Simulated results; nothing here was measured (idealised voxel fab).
The document below concerns the process module designated voxel self aligned vias.
Each square cell in cross-section cut measures 5 nm, and the section as a whole is 265 nm wide.
Each cross-section below is a grid of square cells, stated as bands in top-down order, with one or more rows of cells making up each band.
Read a band's entry like this: the first values are the height of its top and the height of its bottom in nm, and what follows is the sequence of materials from left to right, each with its width in nm. Note that "blank" is empty space, and that a single material marked "everywhere" reaches across the band from edge to edge.
The level at which height equals 0 is the one under which the wafer, as it arrives, is entirely one material. No lower edge exists for the bottom band, which continues downward and is notated as in "top 0, no bottom".
Read "30 to 40" as a graded width: first number on top, second number at the bottom, same change between each pair of neighbouring rows.
Any step labelled "no change" changed none of the cells in the cross-section.
Entry "Closed internal cavities" = empty spaces >= 8 cells with no open way to the top; each as width x height at distance, distance from left edge, all nm.
If you see something after the settings on a step's line, that's the simulator's own remark about that step.
What "overlay nm" on a step's line means: if the step has a mask, that mask lay this far to the right of its planned place, or, when the value is negative, to the left.
Process steps (planned):
1) RECEIVE: material Si
2) CONFORMAL_DEP: material SiO2, thk nm 15
3) CONFORMAL_DEP: material SiCN, thk nm 5
4) DIRECTIONAL_DEP: material SiO2, thk nm 30
5) MASKED_ETCH: tone open, mask id LINES, width nm 25, pitch nm 70, etch materials SiO2, depth nm 30, overlay nm 0
6) CONFORMAL_DEP: material TiN, thk nm 5
7) FILL_DEP: material W, thk nm 10
8) CMP: height nm 50
9) SELECTIVE_ETCH: etch materials W Ru TiN, depth nm 10
10) FILL_DEP: material SiN, thk nm 10
11) CMP: height nm 50
12) DIRECTIONAL_DEP: material SiO2, thk nm 15
13) DIRECTIONAL_DEP: material aC, thk nm 10
14) PATTERN: tone open, mask id VIAS, material resist, width nm 45, pitch nm 70, thk nm 25, overlay nm 0
15) DIRECTIONAL_ETCH: etch materials aC, depth nm 10
16) STRIP: etch materials resist
17) DIRECTIONAL_ETCH: etch materials SiO2, depth nm 15
18) DIRECTIONAL_ETCH: etch materials SiN, depth nm 10
19) STRIP: etch materials aC
20) CONFORMAL_DEP: material TiN, thk nm 5
21) FILL_DEP: material W, thk nm 10
22) CMP: height nm 65
23) CONFORMAL_DEP: material SiCN, thk nm 5
Step 1 complete: cross-section of the wafer as received:
- top 0, no bottom: Si everywhere
- Closed internal cavities: none
Cross-section, first of two wafers, end of module, run as planned:
- top 70, bottom 65: SiCN everywhere
- top 65, bottom 55: 40 nm SiO2; 5 nm TiN; 35 nm W; 5 nm TiN; 25 nm SiO2; 5 nm TiN; 35 nm W; 5 nm TiN; 25 nm SiO2; 5 nm TiN; 35 nm W; 5 nm TiN; 40 nm SiO2
- top 55, bottom 45: 40 to 50 nm SiO2; 15 to 5 nm TiN; 15 nm W; 15 to 5 nm TiN; 25 to 45 nm SiO2; 15 to 5 nm TiN; 15 nm W; 15 to 5 nm TiN; 25 to 45 nm SiO2; 15 to 5 nm TiN; 15 nm W; 15 to 5 nm TiN; 40 to 50 nm SiO2
- top 45, bottom 40: 50 nm SiO2; 25 nm TiN; 45 nm SiO2; 25 nm TiN; 45 nm SiO2; 25 nm TiN; 50 nm SiO2
- top 40, bottom 25: 50 nm SiO2; 5 nm TiN; 15 nm W; 5 nm TiN; 45 nm SiO2; 5 nm TiN; 15 nm W; 5 nm TiN; 45 nm SiO2; 5 nm TiN; 15 nm W; 5 nm TiN; 50 nm SiO2
- top 25, bottom 20: 50 nm SiO2; 25 nm TiN; 45 nm SiO2; 25 nm TiN; 45 nm SiO2; 25 nm TiN; 50 nm SiO2
- top 20, bottom 15: SiCN everywhere
- top 15, bottom 0: SiO2 everywhere
- top 0, no bottom: Si everywhere
- Closed internal cavities: none
Here's the second of our two wafers sectioned at module end. Same start as the first, same plan, but one mistake got made running it:
- top 70, bottom 65: SiCN everywhere
- top 65, bottom 55: 40 nm SiO2; 5 nm TiN; 35 nm W; 5 nm TiN; 25 nm SiO2; 5 nm TiN; 35 nm W; 5 nm TiN; 25 nm SiO2; 5 nm TiN; 35 nm W; 5 nm TiN; 40 nm SiO2
- top 55, bottom 45: 40 to 55 nm SiO2; 20 to 5 nm TiN; 5 nm W; 20 to 5 nm TiN; 25 to 55 nm SiO2; 20 to 5 nm TiN; 5 nm W; 20 to 5 nm TiN; 25 to 55 nm SiO2; 20 to 5 nm TiN; 5 nm W; 20 to 5 nm TiN; 40 to 55 nm SiO2
- top 45, bottom 40: 55 nm SiO2; 15 nm TiN; 55 nm SiO2; 15 nm TiN; 55 nm SiO2; 15 nm TiN; 55 nm SiO2
- top 40, bottom 25: 55 nm SiO2; 5 nm TiN; 5 nm W; 5 nm TiN; 55 nm SiO2; 5 nm TiN; 5 nm W; 5 nm TiN; 55 nm SiO2; 5 nm TiN; 5 nm W; 5 nm TiN; 55 nm SiO2
- top 25, bottom 20: 55 nm SiO2; 15 nm TiN; 55 nm SiO2; 15 nm TiN; 55 nm SiO2; 15 nm TiN; 55 nm SiO2
- top 20, bottom 15: SiCN everywhere
- top 15, bottom 0: SiO2 everywhere
- top 0, no bottom: Si everywhere
- Closed internal cavities: none
What was the processing mistake? step 5, actual vs plan mismatch, actual run MASKED_ETCH: tone open, mask id LINES, width nm 15, pitch nm 70, etch materials SiO2, depth nm 30, overlay nm 0
Final difference in cells, second wafer against first, listed per material as more or fewer: 36 more of SiO2 | 6 fewer of TiN | 30 fewer of W
